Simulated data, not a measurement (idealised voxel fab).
Proc. module: voxel spacer lines
The figure presents cross-section cut, which has a width of 270 nm and is divided into square cells with an edge length of 5 nm.
Just so we're on the same page, the cross-sections are grids of square cells, and they're listed out in bands top to bottom, each band one or more rows deep.
In this notation a band is specified by the heights of its top and bottom, in that order and in nm, after which its materials appear from left to right, each paired with its width in nm. The word "full width" attached to a single material means that material fills the band from edge to edge; the word "empty" stands for empty space.
Convention: height 0 is the level below which the wafer, as received, is all one material. The lowest band does not terminate at the bottom but continues downward, represented as "0 and below".
A width such as "30..40" changes by the same amount from each row of cells to the next, from the band's top row to its bottom row.
Step marked "same as before"? Then no cell in the cross-section changed in it.
Closed-off voids of 8+ cells (no open route to the top) go in "Closed internal voids", written width x height at distance from the left edge, in nm.
Note: text after step settings on the step line = simulator remark on that step.
For masked steps, "overlay nm" on the step line gives how far right of plan the mask actually lay; a minus sign means it lay to the left.
## Listed below are the process steps as planned
1: RECEIVE,material Si
2: CONFORMAL_DEP,material Al2O3,thk nm 5
3: DIRECTIONAL_DEP,material SiN,thk nm 15
4: DIRECTIONAL_DEP,material aC,thk nm 20
5: PATTERN,tone cover,mask id MANDREL,material resist,width nm 25,pitch nm 70,thk nm 25,overlay nm 0
6: DIRECTIONAL_ETCH,etch materials aC,depth nm 20
7: STRIP,etch materials resist
8: CONFORMAL_DEP,material SiO2,thk nm 10
9: DIRECTIONAL_ETCH,etch materials SiO2,depth nm 10
10: STRIP,etch materials aC
11: DIRECTIONAL_ETCH,etch materials SiN,depth nm 15
12: STRIP,etch materials SiO2
13: FILL_DEP,material SiO2,thk nm 10
14: CMP,height nm 20
## This is the cross-section of the wafer as we received it, i.e. after step 1
- 0 and below: Si full width
- Closed internal voids: none
## Sectioned view, first of two wafers, at the close of the module, processed as intended in the plan
- 20 down to 5: 40 nm SiO2; 10 nm SiN; 25 nm SiO2; 10 nm SiN; 25 nm SiO2; 10 nm SiN; 25 nm SiO2; 10 nm SiN; 25 nm SiO2; 10 nm SiN; 25 nm SiO2; 10 nm SiN; 45 nm SiO2
- 5 down to 0: Al2O3 full width
- 0 and below: Si full width
- Closed internal voids: none
## Second wafer cross-section at end of module - shared start and plan with the first, one mistake in the run
- 20 down to 5: 30 nm SiO2; 10 nm SiN; 25 nm SiO2; 10 nm SiN; 25 nm SiO2; 10 nm SiN; 25 nm SiO2; 10 nm SiN; 25 nm SiO2; 10 nm SiN; 25 nm SiO2; 10 nm SiN; 55 nm SiO2
- 5 down to 0: Al2O3 full width
- 0 and below: Si full width
- Closed internal voids: none
Against the plan, the run slipped here: step 5 was run on a setting that differed from the plan, and what really ran there is PATTERN,tone cover,mask id MANDREL,material resist,width nm 25,pitch nm 70,thk nm 25,overlay nm -10
Comparing end states, the material composition by cell count is preserved from the first wafer to the second, while the locations of the cells are not.
